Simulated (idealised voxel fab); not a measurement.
This is a process module. Its name is voxel released beams.
Section cut is 165 nm wide and gridded with 5 nm square cells.
A cross-section in this document is a grid of square cells, and it is written down as bands, the top band listed before the ones below it; a band is made up of one or more rows of cells. A band entry consists of two parts. The first gives the height of the band's top and the height of its bottom, in nm. The rest lists the band's materials from left to right, each with its width in nm. A single material labelled with the word "throughout" fills the band from edge to edge, and the word "air" marks empty space. All heights in this document are referenced to 0, defined as the level beneath which the wafer, as received, consists entirely of one material. The lowest band is not bounded below; it extends indefinitely downward and is written in the form "top 0, no bottom". So if you see something like "30..40" for the width, read it as the top row of the band sitting at the first number and the bottom row at the second, with every row in between moving by the same amount as the last. Basically "identical to before" means that step didn't change any cell in the cross-section. Closed empty spaces (no open way to the top) of 8 cells or more are what "Closed void inventory" lists, each as width x height at distance from the left edge, nm for all three. Note: text after step settings on the step line = simulator remark on that step. "overlay nm" denotes, for a step that has a mask, the displacement of the mask to the right of its planned place, with negative values corresponding to the left.
# Planned process steps
step 1: RECEIVE with material Si
step 2: CONFORMAL_DEP with material Al2O3, thk nm 10
step 3: DIRECTIONAL_DEP with material SiO2, thk nm 15
step 4: PATTERN with tone open, mask id ANCHOR, material resist, width nm 20, thk nm 15, overlay nm 0
step 5: DIRECTIONAL_ETCH with etch materials SiO2, depth nm 15
step 6: STRIP with etch materials resist
step 7: CONFORMAL_DEP with material W, thk nm 10
step 8: PATTERN with tone cover, mask id BEAM, material resist, width nm 110, thk nm 20, overlay nm 0
step 9: DIRECTIONAL_ETCH with etch materials W, depth nm 10
step 10: STRIP with etch materials resist
step 11: STRIP with etch materials SiO2
Wafers differ in width nm at step 4; plan lists the first wafer's value; identical starting state.
# Received wafers, first of several: cross-section after step 1
> top 0, no bottom = Si throughout
> Closed void inventory: none
# The first of several wafers, seen in cross-section after the module's last step, step 11
> top 35, bottom 25 = air 25, W 110, air 30
> top 25, bottom 10 = air 35, W 20, air 110
> top 10, bottom 0 = Al2O3 throughout
> top 0, no bottom = Si throughout
> Closed void inventory: none
# End of module: cross-section, last of several wafers
> top 35, bottom 25 = air 25, W 10, air 25, W 75, air 30
> top 25, bottom 20 = air 25, W 10, air 25, W 10, air 95
> top 20, bottom 10 = air 25, W 45, air 95
> top 10, bottom 0 = Al2O3 throughout
> top 0, no bottom = Si throughout
> Closed void inventory: none
# Note: the following table is arranged by wafer, a row apiece. Each row reports the end-of-module state: per material, cells gained (+) or cells lost (-) compared with the wafer as received; closed voids follow
width nm 20 | +66 Al2O3 | +56 W | Closed void inventory: none
width nm 25 | +66 Al2O3 | +56 W | Closed void inventory: none
width nm 30 | +66 Al2O3 | +56 W | Closed void inventory: none
width nm 35 | +66 Al2O3 | +56 W | Closed void inventory: none
width nm 40 | +66 Al2O3 | +56 W | Closed void inventory: none
width nm 45 | +66 Al2O3 | +56 W | Closed void inventory: none
